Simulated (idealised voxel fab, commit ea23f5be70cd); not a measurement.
Process module, titled voxel self aligned contacts
In the cross-section labelled cut, the width is 300 nm and each square cell is 5 nm.
Cross-section layout: square cells on a grid; listed as bands, top to bottom; a band spans one or more cell rows.
Per band: top height and bottom height in nm, followed by the left-to-right materials and their widths in nm; "everywhere" marks a single material spanning edge to edge, "empty" marks empty space.
Zero point of the height axis is 0; under it, received wafer = one material. Lowest band: continues down indefinitely, "from 0 down".
Per-row width for "30 to 40": begins at first number (top row of band), ends at second number (bottom row), increment between rows held constant.
Step marked "nothing got changed"? Then no cell in the cross-section changed in it.
This entry, "Closed void table", enumerates those empty regions of no fewer than 8 cells that possess no open connection to the top. Each region is reported in the form width x height at distance, the distance being taken from the left edge, with all three quantities expressed in nm.
Where a step's line continues beyond its settings, the continuation is a remark by the simulator itself on that step.
What "overlay nm" on a step's line means: if the step has a mask, that mask lay this far to the right of its planned place, or, when the value is negative, to the left.
### These are the steps we planned for the process
1. RECEIVE with material Si
2. OXIDIZE with depth nm 5
3. DIRECTIONAL_DEP with material polySi, thk nm 20
4. DIRECTIONAL_DEP with material SiN, thk nm 15
5. MASKED_ETCH with tone cover, mask id GATE, width nm 25, pitch nm 60, etch materials SiN, depth nm 15, overlay nm 0
6. MASKED_ETCH with tone cover, mask id GATE, width nm 25, pitch nm 60, etch materials polySi, depth nm 20, overlay nm 0
7. CONFORMAL_DEP with material SiN, thk nm 5
8. DIRECTIONAL_ETCH with etch materials SiN, depth nm 5
9. FILL_DEP with material SiO2, thk nm 15
10. CMP with height nm 40
11. DIRECTIONAL_DEP with material aC, thk nm 10
12. PATTERN with tone open, mask id CONTACT, material resist, width nm 45, thk nm 30, overlay nm 0
13. DIRECTIONAL_ETCH with etch materials aC, depth nm 10
14. STRIP with etch materials resist
15. DIRECTIONAL_ETCH with etch materials SiO2, depth nm 45
16. STRIP with etch materials aC
17. CONFORMAL_DEP with material TiN, thk nm 5
18. FILL_DEP with material Ru, thk nm 5
19. CMP with height nm 40
20. CONFORMAL_DEP with material SiN, thk nm 5
### Delivered wafer in cross-section: state after step 1
from 0 down: Si everywhere
Closed void table: none
### Cross-section at module end, one run error; start and plan unchanged from above
from 45 to 40: SiN everywhere
from 40 to 25: SiO2: 100  SiN: 5  polySi: 25  SiN: 5  TiN: 5  Ru: 15  TiN: 5  SiN: 5  polySi: 25  SiN: 5  SiO2: 105
from 25 to 20: SiO2: 100  SiN: 5  polySi: 25  SiN: 5  TiN: 25  SiN: 5  polySi: 25  SiN: 5  SiO2: 105
from 20 to 0: polySi everywhere
from 0 to -5: SiO2 everywhere
from -5 down: Si everywhere
Closed void table: none
Where did the run depart from the plan? step 3 in the plan was executed twice
